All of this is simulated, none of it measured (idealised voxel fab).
Title: Process Module voxel spacer lines
Shown is cross-section cut, with a width of 225 nm and square cells of size 5 nm.
Cross-section format: a grid of square cells, given as bands from top to bottom; each band is one or more rows of cells.
What a band's entry tells you: where the top is and where the bottom is, as heights in nm, and after that what lies inside, material by material from left to right, each with its width in nm. Empty space is written as the word "empty", and a single material marked with the word "edge to edge" occupies the band from edge to edge.
A quick word on heights: they are counted from 0, and under that level the wafer as it came to us is one material throughout. The lowest band is different from the rest in having no bottom; it simply continues downward, written as in "z 0 and below".
Top row gets the first number, bottom row gets the second, and each row in between changes by the same step: that is how a band width like "30..40" works.
"no modifications" after a step means that no cell of the cross-section changed.
This entry, "Closed voids list", enumerates those empty regions of no fewer than 8 cells that possess no open connection to the top. Each region is reported in the form width x height at distance, the distance being taken from the left edge, with all three quantities expressed in nm.
Where a step's line continues beyond its settings, the continuation is a remark by the simulator itself on that step.
The setting "overlay nm" may be written on the line of a step. When the step uses a mask, the value reports how far to the right of the planned place the mask lay, and a negative value reports that it lay to the left.
## Listed below are the process steps as planned
1. RECEIVE with material Si
2. CONFORMAL_DEP with material Al2O3, thk nm 10
3. DIRECTIONAL_DEP with material polySi, thk nm 15
4. DIRECTIONAL_DEP with material aC, thk nm 30
5. PATTERN with tone cover, mask id MANDREL, material resist, width nm 20, pitch nm 60, thk nm 35, overlay nm 0
6. DIRECTIONAL_ETCH with etch materials aC, depth nm 30
7. STRIP with etch materials resist
8. CONFORMAL_DEP with material SiO2, thk nm 10
9. DIRECTIONAL_ETCH with etch materials SiO2, depth nm 10
10. STRIP with etch materials aC
11. DIRECTIONAL_ETCH with etch materials polySi, depth nm 15
12. STRIP with etch materials SiO2
## Wafer at receipt (post step 1), cross-section
- z 0 and below: Si edge to edge
- Closed voids list: none
## Here's the cross-section of the first of our two wafers at the end of the module - it ran as planned
- z 25 to 10: empty 60, then polySi 10, then empty 20, then polySi 10, then empty 20, then polySi 10, then empty 20, then polySi 10, then empty 65
- z 10 to 0: Al2O3 edge to edge
- z 0 and below: Si edge to edge
- Closed voids list: none
## Cross-section, wafer two of two, end of module: same start and plan as wafer one, one error in execution
- z 15 to 0: empty 60, then polySi 10, then empty 20, then polySi 10, then empty 20, then polySi 10, then empty 20, then polySi 10, then empty 65
- z 0 and below: Si edge to edge
- Closed voids list: none
Short version of what went wrong: step 2 of the plan was excluded from execution and never run
FYI, end of process, the second wafer has more or fewer cells of some materials than the first: Al2O3 -90
